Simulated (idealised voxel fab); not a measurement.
Process module under the name voxel self aligned vias
Pictured: cross-section cut, 235 nm wide, on a grid of 5 nm square cells.
Cross-section format: a grid of square cells, given as bands from top to bottom; each band is one or more rows of cells. Band: top height; bottom height; in nm. Then, left to right: material with width in nm, for each material. "full width": a single material spanning edge to edge. "empty": empty space. We count height from 0. Below that, the starting wafer is all one material. The lowest band never ends at the bottom but goes on down; see "0..down" for how that is written. Width spec "30->40" -> top row of cells at first value, bottom row at second value, equal per-row change in between. "remains unaltered" after a step means that no cell of the cross-section changed. "Unvented cavities": sealed empty spaces, 8 cells or more, no open way to top, listed width x height at distance, with distance from the left edge and width, height and distance in nm. Step line, after settings: the simulator's comment on this step. The optional step-line setting "overlay nm" applies to steps with a mask and quantifies how far to the right of its planned location the mask lay, a negative value indicating leftward placement. Pairs follow: section before one process step, section after it down to the lowest changed band, step with settings underneath. Pairs may come from different runs of this module on the same starting wafer; continuity with the pair above only as stated in the "Before this step" entry.
### Before this step
70..60 = aC full width
60..45 = SiO2 full width
45..35 = SiO2 65, then SiN 35, then SiO2 35, then SiN 35, then SiO2 65
35..20 = SiO2 65, then TiN 5, then Ru 25, then TiN 5, then SiO2 35, then TiN 5, then Ru 25, then TiN 5, then SiO2 65
20..15 = SiO2 65, then TiN 35, then SiO2 35, then TiN 35, then SiO2 65
15..10 = SiCN full width
10..0 = SiO2 full width
0..down = Si full width
Unvented cavities: none
### Post-Step Geometry
100..70 = resist 60, then empty 45, then resist 25, then empty 45, then resist 60
Below a height of 70, the structure has not been altered.
Unvented cavities: none
Going from one cross-section above to the next, the wafer undergoes PATTERN (tone open; mask id VIAS; material resist; width nm 45; pitch nm 70; thk nm 30; overlay nm 0)
Before this step: starting point is the after cross-section of the pair just above.
### Post-Step Geometry
90..70 = resist 60, then empty 45, then resist 25, then empty 45, then resist 60
70..60 = aC 60, then empty 45, then aC 25, then empty 45, then aC 60
Below a height of 60, the structure has not been altered.
Unvented cavities: none
Going from one cross-section above to the next, the wafer undergoes DIRECTIONAL_ETCH (etch materials aC; depth nm 10)
Before this step: starting point is the after cross-section of the pair just above.
### Post-Step Geometry
70..60 = aC 60, then empty 45, then aC 25, then empty 45, then aC 60
Below a height of 60, the structure has not been altered.
Unvented cavities: none
Going from one cross-section above to the next, the wafer undergoes STRIP (etch materials resist)
Before this step: starting point is the after cross-section of the pair just above.
### Post-Step Geometry
70..60 = aC 60, then empty 45, then aC 25, then empty 45, then aC 60
60..45 = SiO2 60, then empty 45, then SiO2 25, then empty 45, then SiO2 60
Below a height of 45, the structure has not been altered.
Unvented cavities: none
Going from one cross-section above to the next, the wafer undergoes DIRECTIONAL_ETCH (etch materials SiO2; depth nm 15)
Before this step: starting point is the after cross-section of the pair just above.
### Post-Step Geometry
70..60 = aC 60, then empty 45, then aC 25, then empty 45, then aC 60
60..45 = SiO2 60, then empty 45, then SiO2 25, then empty 45, then SiO2 60
45..35 = SiO2 65, then empty 35, then SiO2 35, then empty 35, then SiO2 65
Below a height of 35, the structure has not been altered.
Unvented cavities: none
Going from one cross-section above to the next, the wafer undergoes DIRECTIONAL_ETCH (etch materials SiN; depth nm 10)
Before this step: starting point is the after cross-section of the pair just above.
### Post-Step Geometry
60..45 = SiO2 60, then empty 45, then SiO2 25, then empty 45, then SiO2 60
Below a height of 45, the structure has not been altered.
Unvented cavities: none
Going from one cross-section above to the next, the wafer undergoes STRIP (etch materials aC)
Before this step: starting point is the after cross-section of the pair just above.
### Post-Step Geometry
65..60 = TiN 65, then empty 35, then TiN 35, then empty 35, then TiN 65
60..50 = SiO2 60, then TiN 5, then empty 35, then TiN 5, then SiO2 25, then TiN 5, then empty 35, then TiN 5, then SiO2 60
50..40 = SiO2 60->65, then TiN 10->5, then empty 25, then TiN 10->5, then SiO2 25->35, then TiN 10->5, then empty 25, then TiN 10->5, then SiO2 60->65
40..35 = SiO2 65, then TiN 35, then SiO2 35, then TiN 35, then SiO2 65
Below a height of 35, the structure has not been altered.
Unvented cavities: none
Going from one cross-section above to the next, the wafer undergoes CONFORMAL_DEP (material TiN; thk nm 5)
Before this step: starting point is the after cross-section of the pair just above.
### Post-Step Geometry
75..65 = W full width
65..60 = TiN 65, then W 35, then TiN 35, then W 35, then TiN 65
60..50 = SiO2 60, then TiN 5, then W 35, then TiN 5, then SiO2 25, then TiN 5, then W 35, then TiN 5, then SiO2 60
50..40 = SiO2 60->65, then TiN 10->5, then W 25, then TiN 10->5, then SiO2 25->35, then TiN 10->5, then W 25, then TiN 10->5, then SiO2 60->65
Below a height of 40, the structure has not been altered.
Unvented cavities: none
Going from one cross-section above to the next, the wafer undergoes FILL_DEP (material W; thk nm 10)
Before this step: starting point is the after cross-section of the pair just above.
### Post-Step Geometry
60..50 = SiO2 60, then TiN 5, then W 35, then TiN 5, then SiO2 25, then TiN 5, then W 35, then TiN 5, then SiO2 60
Below a height of 50, the structure has not been altered.
Unvented cavities: none
Going from one cross-section above to the next, the wafer undergoes CMP (height nm 60)
Before this step: starting point is the after cross-section of the pair just above.
### Post-Step Geometry
65..60 = SiN full width
Below a height of 60, the structure has not been altered.
Unvented cavities: none
Going from one cross-section above to the next, the wafer undergoes CONFORMAL_DEP (material SiN; thk nm 5)
### Before this step
70..60 = aC full width
60..45 = SiO2 full width
45..35 = SiO2 70, then SiN 25, then SiO2 45, then SiN 25, then SiO2 70
35..20 = SiO2 70, then TiN 5, then Ru 15, then TiN 5, then SiO2 45, then TiN 5, then Ru 15, then TiN 5, then SiO2 70
20..15 = SiO2 70, then TiN 25, then SiO2 45, then TiN 25, then SiO2 70
15..10 = SiCN full width
10..0 = SiO2 full width
0..down = Si full width
Unvented cavities: none
### Post-Step Geometry
100..70 = resist 65, then empty 45, then resist 25, then empty 45, then resist 55
Below a height of 70, the structure has not been altered.
Unvented cavities: none
Going from one cross-section above to the next, the wafer undergoes PATTERN (tone open; mask id VIAS; material resist; width nm 45; pitch nm 70; thk nm 30; overlay nm 5)
Before this step: starting point is the after cross-section of the pair just above.
### Post-Step Geometry
90..70 = resist 65, then empty 45, then resist 25, then empty 45, then resist 55
70..60 = aC 65, then empty 45, then aC 25, then empty 45, then aC 55
Below a height of 60, the structure has not been altered.
Unvented cavities: none
Going from one cross-section above to the next, the wafer undergoes DIRECTIONAL_ETCH (etch materials aC; depth nm 10)
Before this step: starting point is the after cross-section of the pair just above.
### Post-Step Geometry
70..60 = aC 65, then empty 45, then aC 25, then empty 45, then aC 55
Below a height of 60, the structure has not been altered.
Unvented cavities: none
Going from one cross-section above to the next, the wafer undergoes STRIP (etch materials resist)
Before this step: starting point is the after cross-section of the pair just above.
### Post-Step Geometry
70..60 = aC 65, then empty 45, then aC 25, then empty 45, then aC 55
60..45 = SiO2 65, then empty 45, then SiO2 25, then empty 45, then SiO2 55
Below a height of 45, the structure has not been altered.
Unvented cavities: none
Going from one cross-section above to the next, the wafer undergoes DIRECTIONAL_ETCH (etch materials SiO2; depth nm 15)
Before this step: starting point is the after cross-section of the pair just above.
### Post-Step Geometry
70..60 = aC 65, then empty 45, then aC 25, then empty 45, then aC 55
60..45 = SiO2 65, then empty 45, then SiO2 25, then empty 45, then SiO2 55
45..35 = SiO2 70, then empty 25, then SiO2 45, then empty 25, then SiO2 70
Below a height of 35, the structure has not been altered.
Unvented cavities: none
Going from one cross-section above to the next, the wafer undergoes DIRECTIONAL_ETCH (etch materials SiN; depth nm 10)
Before this step: starting point is the after cross-section of the pair just above.
### Post-Step Geometry
60..45 = SiO2 65, then empty 45, then SiO2 25, then empty 45, then SiO2 55
Below a height of 45, the structure has not been altered.
Unvented cavities: none
Going from one cross-section above to the next, the wafer undergoes STRIP (etch materials aC)
Before this step: starting point is the after cross-section of the pair just above.
### Post-Step Geometry
65..60 = TiN 70, then empty 35, then TiN 35, then empty 35, then TiN 60
60..50 = SiO2 65, then TiN 5, then empty 35, then TiN 5, then SiO2 25, then TiN 5, then empty 35, then TiN 5, then SiO2 55
50..40 = SiO2 65->70, then TiN 10->5, then empty 15, then TiN 20->5, then SiO2 25->45, then TiN 10->5, then empty 15, then TiN 20->5, then SiO2 55->70
40..35 = SiO2 70, then TiN 25, then SiO2 45, then TiN 25, then SiO2 70
Below a height of 35, the structure has not been altered.
Unvented cavities: none
Going from one cross-section above to the next, the wafer undergoes CONFORMAL_DEP (material TiN; thk nm 5)
Before this step: starting point is the after cross-section of the pair just above.
### Post-Step Geometry
75..65 = W full width
65..60 = TiN 70, then W 35, then TiN 35, then W 35, then TiN 60
60..50 = SiO2 65, then TiN 5, then W 35, then TiN 5, then SiO2 25, then TiN 5, then W 35, then TiN 5, then SiO2 55
50..40 = SiO2 65->70, then TiN 10->5, then W 15, then TiN 20->5, then SiO2 25->45, then TiN 10->5, then W 15, then TiN 20->5, then SiO2 55->70
Below a height of 40, the structure has not been altered.
Unvented cavities: none
Going from one cross-section above to the next, the wafer undergoes FILL_DEP (material W; thk nm 10)
Before this step: starting point is the after cross-section of the pair just above.
### Post-Step Geometry
60..50 = SiO2 65, then TiN 5, then W 35, then TiN 5, then SiO2 25, then TiN 5, then W 35, then TiN 5, then SiO2 55
Below a height of 50, the structure has not been altered.
Unvented cavities: none
Going from one cross-section above to the next, the wafer undergoes CMP (height nm 60)
Before this step: starting point is the after cross-section of the pair just above.
### Post-Step Geometry
65..60 = SiN full width
Below a height of 60, the structure has not been altered.
Unvented cavities: none
Going from one cross-section above to the next, the wafer undergoes CONFORMAL_DEP (material SiN; thk nm 5)
### Before this step
45..35 = SiO2 70, then SiN 25, then SiO2 45, then SiN 25, then SiO2 70
35..20 = SiO2 70, then TiN 5, then Ru 15, then TiN 5, then SiO2 45, then TiN 5, then Ru 15, then TiN 5, then SiO2 70
20..15 = SiO2 70, then TiN 25, then SiO2 45, then TiN 25, then SiO2 70
15..10 = SiCN full width
10..0 = SiO2 full width
0..down = Si full width
Unvented cavities: none
### Post-Step Geometry
60..45 = W full width
Below a height of 45, the structure has not been altered.
Unvented cavities: none
Going from one cross-section above to the next, the wafer undergoes DIRECTIONAL_DEP (material W; thk nm 15)
Before this step: starting point is the after cross-section of the pair just above.
### Post-Step Geometry
70..60 = aC full width
Below a height of 60, the structure has not been altered.
Unvented cavities: none
Going from one cross-section above to the next, the wafer undergoes DIRECTIONAL_DEP (material aC; thk nm 10)
Before this step: starting point is the after cross-section of the pair just above.
### Post-Step Geometry
100..70 = resist 60, then empty 45, then resist 25, then empty 45, then resist 60
Below a height of 70, the structure has not been altered.
Unvented cavities: none
Going from one cross-section above to the next, the wafer undergoes PATTERN (tone open; mask id VIAS; material resist; width nm 45; pitch nm 70; thk nm 30; overlay nm 0)
Before this step: starting point is the after cross-section of the pair just above.
### Post-Step Geometry
90..70 = resist 60, then empty 45, then resist 25, then empty 45, then resist 60
70..60 = aC 60, then empty 45, then aC 25, then empty 45, then aC 60
Below a height of 60, the structure has not been altered.
Unvented cavities: none
Going from one cross-section above to the next, the wafer undergoes DIRECTIONAL_ETCH (etch materials aC; depth nm 10)
Before this step: starting point is the after cross-section of the pair just above.
### Post-Step Geometry
70..60 = aC 60, then empty 45, then aC 25, then empty 45, then aC 60
Below a height of 60, the structure has not been altered.
Unvented cavities: none
Going from one cross-section above to the next, the wafer undergoes STRIP (etch materials resist)
Before this step: starting point is the after cross-section of the pair just above.
### Post-Step Geometry
60..45 = W full width
Below a height of 45, the structure has not been altered.
Unvented cavities: none
Going from one cross-section above to the next, the wafer undergoes STRIP (etch materials aC)
Before this step: starting point is the after cross-section of the pair just above.
### Post-Step Geometry
65..60 = TiN full width
Below a height of 60, the structure has not been altered.
Unvented cavities: none
Going from one cross-section above to the next, the wafer undergoes CONFORMAL_DEP (material TiN; thk nm 5)
Before this step: starting point is the after cross-section of the pair just above.
### Post-Step Geometry
75..65 = W full width
Below a height of 65, the structure has not been altered.
Unvented cavities: none
Going from one cross-section above to the next, the wafer undergoes FILL_DEP (material W; thk nm 10)
Before this step: starting point is the after cross-section of the pair just above.
### Post-Step Geometry
60..45 = W full width
Below a height of 45, the structure has not been altered.
Unvented cavities: none
Going from one cross-section above to the next, the wafer undergoes CMP (height nm 60)
Before this step: starting point is the after cross-section of the pair just above.
### Post-Step Geometry
65..60 = SiN full width
Below a height of 60, the structure has not been altered.
Unvented cavities: none
Going from one cross-section above to the next, the wafer undergoes CONFORMAL_DEP (material SiN; thk nm 5)
### Before this step
45..15 = SiO2 full width
15..10 = SiCN full width
10..0 = SiO2 full width
0..down = Si full width
Unvented cavities: none
### Post-Step Geometry
45..15 = empty 70, then SiO2 25, then empty 45, then SiO2 25, then empty 70
Below a height of 15, the structure has not been altered.
Unvented cavities: none
Going from one cross-section above to the next, the wafer undergoes MASKED_ETCH (tone cover; mask id LINES; width nm 25; pitch nm 70; etch materials SiO2; depth nm 30; overlay nm 0)
Before this step: starting point is the after cross-section of the pair just above.
### Post-Step Geometry
50..45 = empty 65, then TiN 35, then empty 35, then TiN 35, then empty 65
45..20 = empty 65, then TiN 5, then SiO2 25, then TiN 5, then empty 35, then TiN 5, then SiO2 25, then TiN 5, then empty 65
20..15 = TiN 70, then SiO2 25, then TiN 45, then SiO2 25, then TiN 70
Below a height of 15, the structure has not been altered.
Unvented cavities: none
Going from one cross-section above to the next, the wafer undergoes CONFORMAL_DEP (material TiN; thk nm 5)
Before this step: starting point is the after cross-section of the pair just above.
### Post-Step Geometry
55..50 = Ru full width
50..45 = Ru 65, then TiN 35, then Ru 35, then TiN 35, then Ru 65
45..20 = Ru 65, then TiN 5, then SiO2 25, then TiN 5, then Ru 35, then TiN 5, then SiO2 25, then TiN 5, then Ru 65
Below a height of 20, the structure has not been altered.
Unvented cavities: none
Going from one cross-section above to the next, the wafer undergoes FILL_DEP (material Ru; thk nm 5)
Before this step: starting point is the after cross-section of the pair just above.
### Post-Step Geometry
45..20 = Ru 65, then TiN 5, then SiO2 25, then TiN 5, then Ru 35, then TiN 5, then SiO2 25, then TiN 5, then Ru 65
Below a height of 20, the structure has not been altered.
Unvented cavities: none
Going from one cross-section above to the next, the wafer undergoes CMP (height nm 45)
Before this step: starting point is the after cross-section of the pair just above.
### Post-Step Geometry
45..35 = empty 70, then SiO2 25, then empty 45, then SiO2 25, then empty 70
Below a height of 35, the structure has not been altered.
Unvented cavities: none
Going from one cross-section above to the next, the wafer undergoes SELECTIVE_ETCH (etch materials W Ru TiN; depth nm 10)
Before this step: starting point is the after cross-section of the pair just above.
### Post-Step Geometry
55..45 = SiN full width
45..35 = SiN 70, then SiO2 25, then SiN 45, then SiO2 25, then SiN 70
Below a height of 35, the structure has not been altered.
Unvented cavities: none
Going from one cross-section above to the next, the wafer undergoes FILL_DEP (material SiN; thk nm 10)
Before this step: starting point is the after cross-section of the pair just above.
### Post-Step Geometry
45..35 = SiN 70, then SiO2 25, then SiN 45, then SiO2 25, then SiN 70
Below a height of 35, the structure has not been altered.
Unvented cavities: none
Going from one cross-section above to the next, the wafer undergoes CMP (height nm 45)
Before this step: starting point is the after cross-section of the pair just above.
### Post-Step Geometry
60..45 = SiO2 full width
Below a height of 45, the structure has not been altered.
Unvented cavities: none
Going from one cross-section above to the next, the wafer undergoes DIRECTIONAL_DEP (material SiO2; thk nm 15)
Before this step: starting point is the after cross-section of the pair just above.
### Post-Step Geometry
70..60 = aC full width
Below a height of 60, the structure has not been altered.
Unvented cavities: none
Going from one cross-section above to the next, the wafer undergoes DIRECTIONAL_DEP (material aC; thk nm 10)
Before this step: starting point is the after cross-section of the pair just above.
### Post-Step Geometry
100..70 = resist 60, then empty 45, then resist 25, then empty 45, then resist 60
Below a height of 70, the structure has not been altered.
Unvented cavities: none
Going from one cross-section above to the next, the wafer undergoes PATTERN (tone open; mask id VIAS; material resist; width nm 45; pitch nm 70; thk nm 30; overlay nm 0)
Before this step: starting point is the after cross-section of the pair just above.
### Post-Step Geometry
90..70 = resist 60, then empty 45, then resist 25, then empty 45, then resist 60
70..60 = aC 60, then empty 45, then aC 25, then empty 45, then aC 60
Below a height of 60, the structure has not been altered.
Unvented cavities: none
Going from one cross-section above to the next, the wafer undergoes DIRECTIONAL_ETCH (etch materials aC; depth nm 10)
Before this step: starting point is the after cross-section of the pair just above.
### Post-Step Geometry
70..60 = aC 60, then empty 45, then aC 25, then empty 45, then aC 60
Below a height of 60, the structure has not been altered.
Unvented cavities: none
Going from one cross-section above to the next, the wafer undergoes STRIP (etch materials resist)
Before this step: starting point is the after cross-section of the pair just above.
### Post-Step Geometry
70..60 = aC 60, then empty 45, then aC 25, then empty 45, then aC 60
60..45 = SiO2 60, then empty 45, then SiO2 25, then empty 45, then SiO2 60
Below a height of 45, the structure has not been altered.
Unvented cavities: none
Going from one cross-section above to the next, the wafer undergoes DIRECTIONAL_ETCH (etch materials SiO2; depth nm 15)
Before this step: starting point is the after cross-section of the pair just above.
### Post-Step Geometry
70..60 = aC 60, then empty 45, then aC 25, then empty 45, then aC 60
60..45 = SiO2 60, then empty 45, then SiO2 25, then empty 45, then SiO2 60
45..35 = SiN 60, then empty 10, then SiO2 25, then empty 10, then SiN 25, then empty 10, then SiO2 25, then empty 10, then SiN 60
Below a height of 35, the structure has not been altered.
Unvented cavities: none
Going from one cross-section above to the next, the wafer undergoes DIRECTIONAL_ETCH (etch materials SiN; depth nm 10)
Before this step: starting point is the after cross-section of the pair just above.
### Post-Step Geometry
60..45 = SiO2 60, then empty 45, then SiO2 25, then empty 45, then SiO2 60
Below a height of 45, the structure has not been altered.
Unvented cavities: none
Going from one cross-section above to the next, the wafer undergoes STRIP (etch materials aC)
Before this step: starting point is the after cross-section of the pair just above.
### Post-Step Geometry
65..60 = TiN 65, then empty 35, then TiN 35, then empty 35, then TiN 65
60..50 = SiO2 60, then TiN 5, then empty 35, then TiN 5, then SiO2 25, then TiN 5, then empty 35, then TiN 5, then SiO2 60
50..45 = SiO2 60, then TiN 45, then SiO2 25, then TiN 45, then SiO2 60
45..35 = SiN 60, then TiN 10, then SiO2 25, then TiN 10, then SiN 25, then TiN 10, then SiO2 25, then TiN 10, then SiN 60
Below a height of 35, the structure has not been altered.
Unvented cavities: none
Going from one cross-section above to the next, the wafer undergoes CONFORMAL_DEP (material TiN; thk nm 5)
Before this step: starting point is the after cross-section of the pair just above.
### Post-Step Geometry
75..65 = W full width
65..60 = TiN 65, then W 35, then TiN 35, then W 35, then TiN 65
60..50 = SiO2 60, then TiN 5, then W 35, then TiN 5, then SiO2 25, then TiN 5, then W 35, then TiN 5, then SiO2 60
Below a height of 50, the structure has not been altered.
Unvented cavities: none
Going from one cross-section above to the next, the wafer undergoes FILL_DEP (material W; thk nm 10)
Before this step: starting point is the after cross-section of the pair just above.
### Post-Step Geometry
60..50 = SiO2 60, then TiN 5, then W 35, then TiN 5, then SiO2 25, then TiN 5, then W 35, then TiN 5, then SiO2 60
Below a height of 50, the structure has not been altered.
Unvented cavities: none
Going from one cross-section above to the next, the wafer undergoes CMP (height nm 60)
Before this step: starting point is the after cross-section of the pair just above.
### Post-Step Geometry
65..60 = SiN full width
Below a height of 60, the structure has not been altered.
Unvented cavities: none
Going from one cross-section above to the next, the wafer undergoes CONFORMAL_DEP (material SiN; thk nm 5)
